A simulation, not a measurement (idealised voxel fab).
process module | voxel self aligned vias
cross-section cut | 175 nm wide | cells 5 nm
A cross-section is a grid of square cells, given in bands from the top down. A band is one or more rows of cells.
Each band's line starts with the height of the band's top and of its bottom, in nm. Then come its materials from left to right, each with its width in nm. One material with "throughout" fills the band from edge to edge. "air" is empty space.
Height 0 is the level under which the wafer as received is all one material. The lowest band goes on downwards, as in "0 down".
A width such as "30 to 40" changes by the same amount from each row of cells to the next, from the band's top row to its bottom row.
"no change" after a step means that no cell of the cross-section changed.
closed voids: empty space of 8 cells or more with no open way to the top, each as width x height at its distance from the left edge, in nm
after a step's settings: what the simulator itself notes on the step
overlay nm, on a step with a mask: how far to the right of its planned place the mask lay; to the left if negative
plan
1 op RECEIVE | material Si
2 op CONFORMAL_DEP | material SiO2 | thk nm 15
3 op CONFORMAL_DEP | material SiCN | thk nm 5
4 op DIRECTIONAL_DEP | material lowk | thk nm 20
5 op MASKED_ETCH | tone open | mask id LINES | width nm 30 | pitch nm 70 | etch materials lowk | depth nm 20 | overlay nm 0
6 op CONFORMAL_DEP | material TiN | thk nm 5
7 op FILL_DEP | material Ru | thk nm 10
8 op CMP | height nm 40
9 op SELECTIVE_ETCH | etch materials W Ru TiN | depth nm 5
10 op FILL_DEP | material SiN | thk nm 10
11 op CMP | height nm 40
12 op DIRECTIONAL_DEP | material lowk | thk nm 20
13 op DIRECTIONAL_DEP | material aC | thk nm 15
14 op PATTERN | tone open | mask id VIAS | material resist | width nm 40 | pitch nm 70 | thk nm 30 | overlay nm 0
15 op DIRECTIONAL_ETCH | etch materials aC | depth nm 15
16 op STRIP | etch materials resist
17 op DIRECTIONAL_ETCH | etch materials lowk | depth nm 20
18 op DIRECTIONAL_ETCH | etch materials SiN | depth nm 5
19 op STRIP | etch materials aC
20 op CONFORMAL_DEP | material TiN | thk nm 5
21 op FILL_DEP | material Ru | thk nm 10
22 op CMP | height nm 60
23 op CONFORMAL_DEP | material SiCN | thk nm 5
first wafer, as planned
as received, after step 1
  0 down: Si throughout
  closed voids: none
after step 2
  15 to 0: SiO2 throughout
  below 0: unchanged
after step 3
  20 to 15: SiCN throughout
  below 15: unchanged
after step 4
  40 to 20: lowk throughout
  below 20: unchanged
after step 5
  40 to 20: lowk 35 | air 30 | lowk 40 | air 30 | lowk 40
  below 20: unchanged
after step 6
  45 to 40: TiN 40 | air 20 | TiN 50 | air 20 | TiN 45
  40 to 25: lowk 35 | TiN 5 | air 20 | TiN 5 | lowk 40 | TiN 5 | air 20 | TiN 5 | lowk 40
  25 to 20: lowk 35 | TiN 30 | lowk 40 | TiN 30 | lowk 40
  below 20: unchanged
after step 7
  55 to 45: Ru throughout
  45 to 40: TiN 40 | Ru 20 | TiN 50 | Ru 20 | TiN 45
  40 to 25: lowk 35 | TiN 5 | Ru 20 | TiN 5 | lowk 40 | TiN 5 | Ru 20 | TiN 5 | lowk 40
  below 25: unchanged
after step 8
  40 to 25: lowk 35 | TiN 5 | Ru 20 | TiN 5 | lowk 40 | TiN 5 | Ru 20 | TiN 5 | lowk 40
  below 25: unchanged
after step 9
  40 to 35: lowk 35 | air 30 | lowk 40 | air 30 | lowk 40
  below 35: unchanged
after step 10
  50 to 40: SiN throughout
  40 to 35: lowk 35 | SiN 30 | lowk 40 | SiN 30 | lowk 40
  below 35: unchanged
after step 11
  40 to 35: lowk 35 | SiN 30 | lowk 40 | SiN 30 | lowk 40
  below 35: unchanged
after step 12
  60 to 40: lowk throughout
  below 40: unchanged
after step 13
  75 to 60: aC throughout
  below 60: unchanged
after step 14
  105 to 75: resist 30 | air 40 | resist 30 | air 40 | resist 35
  below 75: unchanged
after step 15
  90 to 75: resist 30 | air 40 | resist 30 | air 40 | resist 35
  75 to 60: aC 30 | air 40 | aC 30 | air 40 | aC 35
  below 60: unchanged
after step 16
  75 to 60: aC 30 | air 40 | aC 30 | air 40 | aC 35
  below 60: unchanged
after step 17
  75 to 60: aC 30 | air 40 | aC 30 | air 40 | aC 35
  60 to 40: lowk 30 | air 40 | lowk 30 | air 40 | lowk 35
  below 40: unchanged
after step 18
  75 to 60: aC 30 | air 40 | aC 30 | air 40 | aC 35
  60 to 40: lowk 30 | air 40 | lowk 30 | air 40 | lowk 35
  40 to 35: lowk 35 | air 30 | lowk 40 | air 30 | lowk 40
  below 35: unchanged
after step 19
  60 to 40: lowk 30 | air 40 | lowk 30 | air 40 | lowk 35
  below 40: unchanged
after step 20
  65 to 60: TiN 35 | air 30 | TiN 40 | air 30 | TiN 40
  60 to 45: lowk 30 | TiN 5 | air 30 | TiN 5 | lowk 30 | TiN 5 | air 30 | TiN 5 | lowk 35
  45 to 40: lowk 30 | TiN 10 | air 20 | TiN 10 | lowk 30 | TiN 10 | air 20 | TiN 10 | lowk 35
  40 to 35: lowk 35 | TiN 30 | lowk 40 | TiN 30 | lowk 40
  below 35: unchanged
after step 21
  75 to 65: Ru throughout
  65 to 60: TiN 35 | Ru 30 | TiN 40 | Ru 30 | TiN 40
  60 to 45: lowk 30 | TiN 5 | Ru 30 | TiN 5 | lowk 30 | TiN 5 | Ru 30 | TiN 5 | lowk 35
  45 to 40: lowk 30 | TiN 10 | Ru 20 | TiN 10 | lowk 30 | TiN 10 | Ru 20 | TiN 10 | lowk 35
  below 40: unchanged
after step 22
  60 to 45: lowk 30 | TiN 5 | Ru 30 | TiN 5 | lowk 30 | TiN 5 | Ru 30 | TiN 5 | lowk 35
  below 45: unchanged
after step 23
  65 to 60: SiCN throughout
  below 60: unchanged
second wafer: like start, like plan, one mistake. Through step 1 it matches the first wafer
when step 2 should have ended
  5 to 0: SiCN throughout
  below 0: unchanged
when step 3 should have ended
  20 to 5: SiO2 throughout
  below 5: unchanged
when step 4 should have ended
  40 to 20: lowk throughout
  below 20: unchanged
when step 5 should have ended
  40 to 20: lowk 35 | air 30 | lowk 40 | air 30 | lowk 40
  below 20: unchanged
when step 6 should have ended
  45 to 40: TiN 40 | air 20 | TiN 50 | air 20 | TiN 45
  40 to 25: lowk 35 | TiN 5 | air 20 | TiN 5 | lowk 40 | TiN 5 | air 20 | TiN 5 | lowk 40
  25 to 20: lowk 35 | TiN 30 | lowk 40 | TiN 30 | lowk 40
  below 20: unchanged
when step 7 should have ended
  55 to 45: Ru throughout
  45 to 40: TiN 40 | Ru 20 | TiN 50 | Ru 20 | TiN 45
  40 to 25: lowk 35 | TiN 5 | Ru 20 | TiN 5 | lowk 40 | TiN 5 | Ru 20 | TiN 5 | lowk 40
  below 25: unchanged
when step 8 should have ended
  40 to 25: lowk 35 | TiN 5 | Ru 20 | TiN 5 | lowk 40 | TiN 5 | Ru 20 | TiN 5 | lowk 40
  below 25: unchanged
when step 9 should have ended
  40 to 35: lowk 35 | air 30 | lowk 40 | air 30 | lowk 40
  below 35: unchanged
when step 10 should have ended
  50 to 40: SiN throughout
  40 to 35: lowk 35 | SiN 30 | lowk 40 | SiN 30 | lowk 40
  below 35: unchanged
when step 11 should have ended
  40 to 35: lowk 35 | SiN 30 | lowk 40 | SiN 30 | lowk 40
  below 35: unchanged
when step 12 should have ended
  60 to 40: lowk throughout
  below 40: unchanged
when step 13 should have ended
  75 to 60: aC throughout
  below 60: unchanged
when step 14 should have ended
  105 to 75: resist 30 | air 40 | resist 30 | air 40 | resist 35
  below 75: unchanged
when step 15 should have ended
  90 to 75: resist 30 | air 40 | resist 30 | air 40 | resist 35
  75 to 60: aC 30 | air 40 | aC 30 | air 40 | aC 35
  below 60: unchanged
when step 16 should have ended
  75 to 60: aC 30 | air 40 | aC 30 | air 40 | aC 35
  below 60: unchanged
when step 17 should have ended
  75 to 60: aC 30 | air 40 | aC 30 | air 40 | aC 35
  60 to 40: lowk 30 | air 40 | lowk 30 | air 40 | lowk 35
  below 40: unchanged
when step 18 should have ended
  75 to 60: aC 30 | air 40 | aC 30 | air 40 | aC 35
  60 to 40: lowk 30 | air 40 | lowk 30 | air 40 | lowk 35
  40 to 35: lowk 35 | air 30 | lowk 40 | air 30 | lowk 40
  below 35: unchanged
when step 19 should have ended
  60 to 40: lowk 30 | air 40 | lowk 30 | air 40 | lowk 35
  below 40: unchanged
when step 20 should have ended
  65 to 60: TiN 35 | air 30 | TiN 40 | air 30 | TiN 40
  60 to 45: lowk 30 | TiN 5 | air 30 | TiN 5 | lowk 30 | TiN 5 | air 30 | TiN 5 | lowk 35
  45 to 40: lowk 30 | TiN 10 | air 20 | TiN 10 | lowk 30 | TiN 10 | air 20 | TiN 10 | lowk 35
  40 to 35: lowk 35 | TiN 30 | lowk 40 | TiN 30 | lowk 40
  below 35: unchanged
when step 21 should have ended
  75 to 65: Ru throughout
  65 to 60: TiN 35 | Ru 30 | TiN 40 | Ru 30 | TiN 40
  60 to 45: lowk 30 | TiN 5 | Ru 30 | TiN 5 | lowk 30 | TiN 5 | Ru 30 | TiN 5 | lowk 35
  45 to 40: lowk 30 | TiN 10 | Ru 20 | TiN 10 | lowk 30 | TiN 10 | Ru 20 | TiN 10 | lowk 35
  below 40: unchanged
when step 22 should have ended
  60 to 45: lowk 30 | TiN 5 | Ru 30 | TiN 5 | lowk 30 | TiN 5 | Ru 30 | TiN 5 | lowk 35
  below 45: unchanged
when step 23 should have ended
  65 to 60: SiCN throughout
  below 60: unchanged
what went wrong: steps 2 and 3 were swapped
at the end the second wafer has, in cells: as many of each material as the first, in other places
